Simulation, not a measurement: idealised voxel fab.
Process module, titled voxel air gaps
cross-section cut | 220 nm wide | cells 5 nm
The cross-sections in this document take the form of a grid made of square cells. They are written out as bands, in order from top to bottom. Each band consists of one or more rows of cells.
Per band: top height and bottom height in nm, followed by the left-to-right materials and their widths in nm; "edge to edge" marks a single material spanning edge to edge, "empty" marks empty space.
A quick word on heights: they are counted from 0, and under that level the wafer as it came to us is one material throughout. The lowest band is different from the rest in having no bottom; it simply continues downward, written as in "0 -> down".
The width entry "30->40" should be interpreted row by row: the top row of cells in the band takes the first number, the bottom row takes the second number, and the change between adjacent rows is uniform throughout.
No cell of the cross-section changed in a step that is given as "all unchanged".
Basically, "Enclosed empty spaces" tells you about the enclosed voids: empty spaces with no open way to the top, 8 cells or bigger, each written width x height at distance, where distance is from the left edge, all in nm.
That trailing text on a step's line, after the settings, is the simulator's own remark on the step.
If you see "overlay nm" on a step's line and that step has a mask, it's telling you how far right of where it was planned the mask ended up; a negative number means it went left instead.
-- So here's the lineup of process steps we planned
| 1 | op RECEIVE | material Si |
| 2 | op CONFORMAL_DEP | material SiO2 | thk nm 10 |
| 3 | op CONFORMAL_DEP | material SiN | thk nm 5 |
| 4 | op DIRECTIONAL_DEP | material SiO2 | thk nm 40 |
| 5 | op MASKED_ETCH | tone open | mask id LINES | width nm 15 | pitch nm 40 | etch materials SiO2 | depth nm 40 | overlay nm 0 |
| 6 | op CONFORMAL_DEP | material TiN | thk nm 5 |
| 7 | op FILL_DEP | material Ru | thk nm 5 |
| 8 | op CMP | height nm 55 |
| 9 | op EPI | material Ru | thk nm 10 |
| 10 | op SELECTIVE_ETCH | etch materials SiO2 | depth nm 50 |
| 11 | op CONFORMAL_DEP | material SiCN | thk nm 5 |
-- What follows covers the first of two wafers; it ran as planned
-- Shown in cross-section is the wafer as received, that is, as it stands after step 1
0 -> down = Si edge to edge
Enclosed empty spaces: none
-- Step 2 complete: cross-section through the wafer
10 -> 0 = SiO2 edge to edge
Everything under 0 stays put, no change at all.
-- Step 3 complete: cross-section through the wafer
15 -> 10 = SiN edge to edge
Everything under 10 stays put, no change at all.
-- Step 4 complete: cross-section through the wafer
55 -> 15 = SiO2 edge to edge
Everything under 15 stays put, no change at all.
-- Step 5 complete: cross-section through the wafer
55 -> 15 = SiO2 60; empty 15; SiO2 25; empty 15; SiO2 25; empty 15; SiO2 65
Everything under 15 stays put, no change at all.
-- Step 6 complete: cross-section through the wafer
60 -> 55 = TiN 65; empty 5; TiN 35; empty 5; TiN 35; empty 5; TiN 70
55 -> 20 = SiO2 60; TiN 5; empty 5; TiN 5; SiO2 25; TiN 5; empty 5; TiN 5; SiO2 25; TiN 5; empty 5; TiN 5; SiO2 65
20 -> 15 = SiO2 60; TiN 15; SiO2 25; TiN 15; SiO2 25; TiN 15; SiO2 65
Everything under 15 stays put, no change at all.
-- Step 7 complete: cross-section through the wafer
65 -> 60 = Ru edge to edge
60 -> 55 = TiN 65; Ru 5; TiN 35; Ru 5; TiN 35; Ru 5; TiN 70
55 -> 20 = SiO2 60; TiN 5; Ru 5; TiN 5; SiO2 25; TiN 5; Ru 5; TiN 5; SiO2 25; TiN 5; Ru 5; TiN 5; SiO2 65
Everything under 20 stays put, no change at all.
-- Step 8 complete: cross-section through the wafer
55 -> 20 = SiO2 60; TiN 5; Ru 5; TiN 5; SiO2 25; TiN 5; Ru 5; TiN 5; SiO2 25; TiN 5; Ru 5; TiN 5; SiO2 65
Everything under 20 stays put, no change at all.
-- Step 9 complete: cross-section through the wafer
65 -> 55 = empty 50; Ru 35; empty 5; Ru 35; empty 5; Ru 35; empty 55
Everything under 55 stays put, no change at all.
-- Step 10 complete: cross-section through the wafer
65 -> 55 = empty 50; Ru 35; empty 5; Ru 35; empty 5; Ru 35; empty 55
55 -> 20 = empty 60; TiN 5; Ru 5; TiN 5; empty 25; TiN 5; Ru 5; TiN 5; empty 25; TiN 5; Ru 5; TiN 5; empty 65
20 -> 15 = empty 60; TiN 15; empty 25; TiN 15; empty 25; TiN 15; empty 65
Everything under 15 stays put, no change at all.
-- Step 11 complete: cross-section through the wafer
70 -> 65 = empty 45; SiCN 125; empty 50
65 -> 55 = empty 45; SiCN 5; Ru 35; SiCN 5; Ru 35; SiCN 5; Ru 35; SiCN 5; empty 50
55 -> 50 = empty 45; SiCN 15; TiN 5; Ru 5; TiN 5; SiCN 25; TiN 5; Ru 5; TiN 5; SiCN 25; TiN 5; Ru 5; TiN 5; SiCN 15; empty 50
50 -> 20 = empty 55; SiCN 5; TiN 5; Ru 5; TiN 5; SiCN 5; empty 15; SiCN 5; TiN 5; Ru 5; TiN 5; SiCN 5; empty 15; SiCN 5; TiN 5; Ru 5; TiN 5; SiCN 5; empty 60
20 -> 15 = SiCN 60; TiN 15; SiCN 25; TiN 15; SiCN 25; TiN 15; SiCN 65
Everything under 15 stays put, no change at all.
Enclosed empty spaces: 15 x 30 at 80; 15 x 30 at 120
-- Second wafer - shared start and plan with the first - one error in running - same as the first up to step 3 inclusive
-- Second wafer, cross-section, planned end of step 4
50 -> 15 = SiO2 edge to edge
Everything under 15 stays put, no change at all.
-- Second wafer, cross-section, planned end of step 5
50 -> 15 = SiO2 60; empty 15; SiO2 25; empty 15; SiO2 25; empty 15; SiO2 65
Everything under 15 stays put, no change at all.
-- Second wafer, cross-section, planned end of step 6
55 -> 50 = TiN 65; empty 5; TiN 35; empty 5; TiN 35; empty 5; TiN 70
50 -> 20 = SiO2 60; TiN 5; empty 5; TiN 5; SiO2 25; TiN 5; empty 5; TiN 5; SiO2 25; TiN 5; empty 5; TiN 5; SiO2 65
20 -> 15 = SiO2 60; TiN 15; SiO2 25; TiN 15; SiO2 25; TiN 15; SiO2 65
Everything under 15 stays put, no change at all.
-- Second wafer, cross-section, planned end of step 7
60 -> 55 = Ru edge to edge
55 -> 50 = TiN 65; Ru 5; TiN 35; Ru 5; TiN 35; Ru 5; TiN 70
50 -> 20 = SiO2 60; TiN 5; Ru 5; TiN 5; SiO2 25; TiN 5; Ru 5; TiN 5; SiO2 25; TiN 5; Ru 5; TiN 5; SiO2 65
Everything under 20 stays put, no change at all.
-- Second wafer, cross-section, planned end of step 8
55 -> 50 = TiN 65; Ru 5; TiN 35; Ru 5; TiN 35; Ru 5; TiN 70
Everything under 50 stays put, no change at all.
-- Second wafer, cross-section, planned end of step 9
65 -> 55 = Ru edge to edge
Everything under 55 stays put, no change at all.
Second wafer, cross-section, planned end of step 10: all unchanged
-- Second wafer, cross-section, planned end of step 11
70 -> 65 = SiCN edge to edge
Everything under 65 stays put, no change at all.
Here's what went sideways: step 4 was not run as planned; what actually ran was op DIRECTIONAL_DEP | material SiO2 | thk nm 35
The second wafer ends with more or fewer cells of some materials than the first, per final count: 46 more of Ru; 76 fewer of SiCN; 245 more of SiO2; 35 more of TiN
So at the end we're looking at 2 closed voids on the first wafer and 0 on the second.
